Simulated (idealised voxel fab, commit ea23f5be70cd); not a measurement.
voxel lift off: a process module
It is cross-section cut that appears here, measuring 140 nm in width, its square cells being 5 nm in size.
We lay out every cross-section as a grid of square cells and spell it out in bands from the top down, where one band means one or more rows of cells.
A band entry consists of two parts. The first gives the height of the band's top and the height of its bottom, in nm. The rest lists the band's materials from left to right, each with its width in nm. A single material labelled with the word "everywhere" fills the band from edge to edge, and the word "air" marks empty space.
Heights are expressed relative to 0, this being the level below which the as-received wafer comprises one material exclusively. The lowest band is unbounded in the downward direction and is denoted as in "0 and below".
The two numbers in a width such as "30..40" mark its ends across the band: the first belongs to the top row of cells, the second to the bottom row, and from each row to the next the width moves by the same amount.
Step note "everything unchanged" = no cross-section cell changed.
This entry, "Closed void listing", enumerates those empty regions of no fewer than 8 cells that possess no open connection to the top. Each region is reported in the form width x height at distance, the distance being taken from the left edge, with all three quantities expressed in nm.
Heads up: the bit after the settings on a step's line is the simulator's remark on that step.
What "overlay nm" on a step's line means: if the step has a mask, that mask lay this far to the right of its planned place, or, when the value is negative, to the left.

Steps planned for the process:
1: RECEIVE: material Si
2: CONFORMAL_DEP: material Al2O3, thk nm 10
3: PATTERN: tone open, mask id LINES, material resist, width nm 25, pitch nm 40, thk nm 20, overlay nm 0
4: DIRECTIONAL_DEP: material Ru, thk nm 10
5: STRIP: etch materials resist
6: CONFORMAL_DEP: material SiO2, thk nm 10

Cross-section, incoming material, after step 1:
> 0 and below  Si everywhere
> Closed void listing: none

The first of the two wafers as seen in cross-section once the module was finished; processing followed the plan:
> 30 down to 20  5 nm air, then 125 nm SiO2, then 10 nm air
> 20 down to 10  15 nm SiO2, then 25 nm Ru, then 15 nm SiO2, then 25 nm Ru, then 15 nm SiO2, then 25 nm Ru, then 20 nm SiO2
> 10 down to 0  Al2O3 everywhere
> 0 and below  Si everywhere
> Closed void listing: none

Cross-sectional view: second of two wafers, end of module; start and plan identical to the first, one mistake in running:
> 20 down to 10  SiO2 everywhere
> 10 down to 0  Al2O3 everywhere
> 0 and below  Si everywhere
> Closed void listing: none
Deviation from plan: step 4 of the plan was jumped over and never run
The second wafer ends with more or fewer cells of some materials than the first, per final count: 30 fewer of Ru; 20 fewer of SiO2
